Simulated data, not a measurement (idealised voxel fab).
A process module follows: voxel trench capacitor.
Square cells of 5 nm make up the cross-section cut, whose width is 230 nm.
Cross-section layout: square cells on a grid; listed as bands, top to bottom; a band spans one or more cell rows.
Per band: top height and bottom height in nm, followed by the left-to-right materials and their widths in nm; "all across" marks a single material spanning edge to edge, "air" marks empty space.
Height reference: 0 = level under which incoming wafer is all one material. Lowest band: no bottom, runs on downward, e.g. "from 0 down".
The two numbers in a width such as "30..40" mark its ends across the band: the first belongs to the top row of cells, the second to the bottom row, and from each row to the next the width moves by the same amount.
No cell of the cross-section changed in a step that is given as "no alterations made".
The entry titled "Trapped voids" provides the empty spaces that have no open way to the top, restricted to those of 8 cells or more. Each is presented as width x height at distance, the distance being measured from the left edge, with all three in nm.
Text after the settings on a step's line: the simulator's own remark on that step.
Among the settings permitted on a step's line is "overlay nm"; applied to a step with a mask, it specifies the extent to which the mask lay to the right of its planned position, whereas a negative figure signifies a position to the left.

The steps planned for the process are as follows
1. op RECEIVE | material Si
2. op CONFORMAL_DEP | material SiN | thk nm 5
3. op DIRECTIONAL_DEP | material aC | thk nm 10
4. op PATTERN | tone open | mask id TRENCH | material resist | width nm 20 | pitch nm 55 | thk nm 30 | overlay nm 0
5. op DIRECTIONAL_ETCH | etch materials aC | depth nm 10
6. op STRIP | etch materials resist
7. op DIRECTIONAL_ETCH | etch materials SiN | depth nm 5
8. op DIRECTIONAL_ETCH | etch materials Si | depth nm 30
9. op STRIP | etch materials aC
10. op CONFORMAL_DEP | material HfO2 | thk nm 5
11. op CONFORMAL_DEP | material TiN | thk nm 5
12. op FILL_DEP | material W | thk nm 5
13. op CMP | height nm 5
Among the wafers covered here, the point of difference is the width nm at step 4; their starting state is shared, and the plan presents the value of the first wafer.

First wafer of several, as received: cross-section after step 1
* from 0 down = Si all across
* Trapped voids: none

End of the module, past its last step, step 13: how the first of several wafers looks in cross-section
* from 5 to 0 = SiN (75), then HfO2 (5), then TiN (10), then HfO2 (5), then SiN (35), then HfO2 (5), then TiN (10), then HfO2 (5), then SiN (80)
* from 0 to -25 = Si (75), then HfO2 (5), then TiN (10), then HfO2 (5), then Si (35), then HfO2 (5), then TiN (10), then HfO2 (5), then Si (80)
* from -25 to -30 = Si (75), then HfO2 (20), then Si (35), then HfO2 (20), then Si (80)
* from -30 down = Si all across
* Trapped voids: none

Final wafer of several, shown in cross-section at the end of the module
* from 5 to 0 = SiN (65), then HfO2 (5), then TiN (5), then W (20), then TiN (5), then HfO2 (5), then SiN (15), then HfO2 (5), then TiN (5), then W (20), then TiN (5), then HfO2 (5), then SiN (70)
* from 0 to -20 = Si (65), then HfO2 (5), then TiN (5), then W (20), then TiN (5), then HfO2 (5), then Si (15), then HfO2 (5), then TiN (5), then W (20), then TiN (5), then HfO2 (5), then Si (70)
* from -20 to -25 = Si (65), then HfO2 (5), then TiN (30), then HfO2 (5), then Si (15), then HfO2 (5), then TiN (30), then HfO2 (5), then Si (70)
* from -25 to -30 = Si (65), then HfO2 (40), then Si (15), then HfO2 (40), then Si (70)
* from -30 down = Si all across
* Trapped voids: none

What follows is a table in which each wafer occupies a row; for the wafer as it stands at the close of the module, the row states, material by material, how many cells have been gained (+) or lost (-) since receipt, and then gives its closed voids
width nm 20 | +32 HfO2 | -48 Si | +38 SiN | +24 TiN | Trapped voids: none
width nm 25 | +34 HfO2 | -60 Si | +36 SiN | +26 TiN | +10 W | Trapped voids: none
width nm 30 | +36 HfO2 | -72 Si | +34 SiN | +28 TiN | +20 W | Trapped voids: none
width nm 35 | +38 HfO2 | -84 Si | +32 SiN | +30 TiN | +30 W | Trapped voids: none
width nm 40 | +40 HfO2 | -96 Si | +30 SiN | +32 TiN | +40 W | Trapped voids: none
